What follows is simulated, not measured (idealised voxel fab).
process module | voxel self aligned contacts
cross-section cut | 150 nm wide | cells 5 nm
A cross-section is a grid of square cells, given in bands from the top down. A band is one or more rows of cells.
Each band's line starts with the height of the band's top and of its bottom, in nm. Then come its materials from left to right, each with its width in nm. One material with "throughout" fills the band from edge to edge. "air" is empty space.
Height 0 is the level under which the wafer as received is all one material. The lowest band goes on downwards, as in "0 down".
A width such as "30 to 40" changes by the same amount from each row of cells to the next, from the band's top row to its bottom row.
"no change" after a step means that no cell of the cross-section changed.
closed voids: empty space of 8 cells or more with no open way to the top, each as width x height at its distance from the left edge, in nm
after a step's settings: what the simulator itself notes on the step
overlay nm, on a step with a mask: how far to the right of its planned place the mask lay; to the left if negative
plan
1 op RECEIVE | material Si
2 op CONFORMAL_DEP | material SiO2 | thk nm 5
3 op DIRECTIONAL_DEP | material polySi | thk nm 25
4 op DIRECTIONAL_DEP | material SiN | thk nm 20
5 op DIRECTIONAL_DEP | material aC | thk nm 15
6 op PATTERN | tone cover | mask id GATE | material resist | width nm 30 | pitch nm 70 | thk nm 30 | overlay nm 0
7 op DIRECTIONAL_ETCH | etch materials aC | depth nm 15
8 op STRIP | etch materials resist
9 op DIRECTIONAL_ETCH | etch materials SiN | depth nm 20
10 op DIRECTIONAL_ETCH | etch materials polySi | depth nm 25
11 op STRIP | etch materials aC
12 op CONFORMAL_DEP | material SiN | thk nm 10
13 op DIRECTIONAL_ETCH | etch materials SiN | depth nm 10
14 op FILL_DEP | material SiO2 | thk nm 10
15 op CMP | height nm 55
16 op MASKED_ETCH | tone open | mask id CONTACT | width nm 50 | etch materials SiO2 | depth nm 55 | overlay nm 0
17 op CONFORMAL_DEP | material TiN | thk nm 5
18 op FILL_DEP | material W | thk nm 10
19 op CMP | height nm 55
20 op CONFORMAL_DEP | material SiCN | thk nm 5
first wafer, as planned
as received, after step 1
  0 down: Si throughout
  closed voids: none
after step 2
  5 to 0: SiO2 throughout
  below 0: unchanged
after step 3
  30 to 5: polySi throughout
  below 5: unchanged
after step 4
  50 to 30: SiN throughout
  below 30: unchanged
after step 5
  65 to 50: aC throughout
  below 50: unchanged
after step 6
  95 to 65: air 25 | resist 30 | air 40 | resist 30 | air 25
  below 65: unchanged
after step 7
  80 to 65: air 25 | resist 30 | air 40 | resist 30 | air 25
  65 to 50: air 25 | aC 30 | air 40 | aC 30 | air 25
  below 50: unchanged
after step 8
  65 to 50: air 25 | aC 30 | air 40 | aC 30 | air 25
  below 50: unchanged
after step 9
  65 to 50: air 25 | aC 30 | air 40 | aC 30 | air 25
  50 to 30: air 25 | SiN 30 | air 40 | SiN 30 | air 25
  below 30: unchanged
after step 10
  65 to 50: air 25 | aC 30 | air 40 | aC 30 | air 25
  50 to 30: air 25 | SiN 30 | air 40 | SiN 30 | air 25
  30 to 5: air 25 | polySi 30 | air 40 | polySi 30 | air 25
  below 5: unchanged
after step 11
  50 to 30: air 25 | SiN 30 | air 40 | SiN 30 | air 25
  below 30: unchanged
after step 12
  60 to 30: air 15 | SiN 50 | air 20 | SiN 50 | air 15
  30 to 15: air 15 | SiN 10 | polySi 30 | SiN 10 | air 20 | SiN 10 | polySi 30 | SiN 10 | air 15
  15 to 5: SiN 25 | polySi 30 | SiN 40 | polySi 30 | SiN 25
  below 5: unchanged
after step 13
  50 to 30: air 15 | SiN 50 | air 20 | SiN 50 | air 15
  30 to 5: air 15 | SiN 10 | polySi 30 | SiN 10 | air 20 | SiN 10 | polySi 30 | SiN 10 | air 15
  below 5: unchanged
after step 14
  60 to 50: SiO2 throughout
  50 to 30: SiO2 15 | SiN 50 | SiO2 20 | SiN 50 | SiO2 15
  30 to 5: SiO2 15 | SiN 10 | polySi 30 | SiN 10 | SiO2 20 | SiN 10 | polySi 30 | SiN 10 | SiO2 15
  below 5: unchanged
after step 15
  55 to 50: SiO2 throughout
  below 50: unchanged
after step 16
  55 to 50: SiO2 50 | air 50 | SiO2 50
  50 to 30: SiO2 15 | SiN 50 | air 20 | SiN 50 | SiO2 15
  30 to 5: SiO2 15 | SiN 10 | polySi 30 | SiN 10 | air 20 | SiN 10 | polySi 30 | SiN 10 | SiO2 15
  5 to 0: SiO2 65 | air 20 | SiO2 65
  below 0: unchanged
after step 17
  60 to 55: TiN 55 | air 40 | TiN 55
  55 to 50: SiO2 50 | TiN 20 | air 10 | TiN 20 | SiO2 50
  50 to 30: SiO2 15 | SiN 50 | TiN 5 | air 10 | TiN 5 | SiN 50 | SiO2 15
  30 to 5: SiO2 15 | SiN 10 | polySi 30 | SiN 10 | TiN 5 | air 10 | TiN 5 | SiN 10 | polySi 30 | SiN 10 | SiO2 15
  5 to 0: SiO2 65 | TiN 20 | SiO2 65
  below 0: unchanged
after step 18
  70 to 60: W throughout
  60 to 55: TiN 55 | W 40 | TiN 55
  55 to 50: SiO2 50 | TiN 20 | W 10 | TiN 20 | SiO2 50
  50 to 30: SiO2 15 | SiN 50 | TiN 5 | W 10 | TiN 5 | SiN 50 | SiO2 15
  30 to 5: SiO2 15 | SiN 10 | polySi 30 | SiN 10 | TiN 5 | W 10 | TiN 5 | SiN 10 | polySi 30 | SiN 10 | SiO2 15
  below 5: unchanged
after step 19
  55 to 50: SiO2 50 | TiN 20 | W 10 | TiN 20 | SiO2 50
  below 50: unchanged
after step 20
  60 to 55: SiCN throughout
  below 55: unchanged
second wafer: like start, like plan, one mistake. Through step 1 it matches the first wafer
when step 2 should have ended: no change
when step 3 should have ended
  25 to 0: polySi throughout
  below 0: unchanged
when step 4 should have ended
  45 to 25: SiN throughout
  below 25: unchanged
when step 5 should have ended
  60 to 45: aC throughout
  below 45: unchanged
when step 6 should have ended
  90 to 60: air 25 | resist 30 | air 40 | resist 30 | air 25
  below 60: unchanged
when step 7 should have ended
  75 to 60: air 25 | resist 30 | air 40 | resist 30 | air 25
  60 to 45: air 25 | aC 30 | air 40 | aC 30 | air 25
  below 45: unchanged
when step 8 should have ended
  60 to 45: air 25 | aC 30 | air 40 | aC 30 | air 25
  below 45: unchanged
when step 9 should have ended
  60 to 45: air 25 | aC 30 | air 40 | aC 30 | air 25
  45 to 25: air 25 | SiN 30 | air 40 | SiN 30 | air 25
  below 25: unchanged
when step 10 should have ended
  60 to 45: air 25 | aC 30 | air 40 | aC 30 | air 25
  45 to 25: air 25 | SiN 30 | air 40 | SiN 30 | air 25
  25 to 0: air 25 | polySi 30 | air 40 | polySi 30 | air 25
  below 0: unchanged
when step 11 should have ended
  45 to 25: air 25 | SiN 30 | air 40 | SiN 30 | air 25
  below 25: unchanged
when step 12 should have ended
  55 to 25: air 15 | SiN 50 | air 20 | SiN 50 | air 15
  25 to 10: air 15 | SiN 10 | polySi 30 | SiN 10 | air 20 | SiN 10 | polySi 30 | SiN 10 | air 15
  10 to 0: SiN 25 | polySi 30 | SiN 40 | polySi 30 | SiN 25
  below 0: unchanged
when step 13 should have ended
  45 to 25: air 15 | SiN 50 | air 20 | SiN 50 | air 15
  25 to 0: air 15 | SiN 10 | polySi 30 | SiN 10 | air 20 | SiN 10 | polySi 30 | SiN 10 | air 15
  below 0: unchanged
when step 14 should have ended
  55 to 45: SiO2 throughout
  45 to 25: SiO2 15 | SiN 50 | SiO2 20 | SiN 50 | SiO2 15
  25 to 0: SiO2 15 | SiN 10 | polySi 30 | SiN 10 | SiO2 20 | SiN 10 | polySi 30 | SiN 10 | SiO2 15
  below 0: unchanged
when step 15 should have ended: no change
when step 16 should have ended
  55 to 45: SiO2 50 | air 50 | SiO2 50
  45 to 25: SiO2 15 | SiN 50 | air 20 | SiN 50 | SiO2 15
  25 to 0: SiO2 15 | SiN 10 | polySi 30 | SiN 10 | air 20 | SiN 10 | polySi 30 | SiN 10 | SiO2 15
  below 0: unchanged
when step 17 should have ended
  60 to 55: TiN 55 | air 40 | TiN 55
  55 to 45: SiO2 50 | TiN 5 to 20 | air 40 to 10 | TiN 5 to 20 | SiO2 50
  45 to 25: SiO2 15 | SiN 50 | TiN 5 | air 10 | TiN 5 | SiN 50 | SiO2 15
  25 to 5: SiO2 15 | SiN 10 | polySi 30 | SiN 10 | TiN 5 | air 10 | TiN 5 | SiN 10 | polySi 30 | SiN 10 | SiO2 15
  5 to 0: SiO2 15 | SiN 10 | polySi 30 | SiN 10 | TiN 20 | SiN 10 | polySi 30 | SiN 10 | SiO2 15
  below 0: unchanged
when step 18 should have ended
  70 to 60: W throughout
  60 to 55: TiN 55 | W 40 | TiN 55
  55 to 45: SiO2 50 | TiN 5 to 20 | W 40 to 10 | TiN 5 to 20 | SiO2 50
  45 to 25: SiO2 15 | SiN 50 | TiN 5 | W 10 | TiN 5 | SiN 50 | SiO2 15
  25 to 5: SiO2 15 | SiN 10 | polySi 30 | SiN 10 | TiN 5 | W 10 | TiN 5 | SiN 10 | polySi 30 | SiN 10 | SiO2 15
  below 5: unchanged
when step 19 should have ended
  55 to 45: SiO2 50 | TiN 5 to 20 | W 40 to 10 | TiN 5 to 20 | SiO2 50
  below 45: unchanged
when step 20 should have ended
  60 to 55: SiCN throughout
  below 55: unchanged
what went wrong: step 2 was left out
at the end the second wafer has, in cells: 6 fewer of SiO2 | 6 more of W
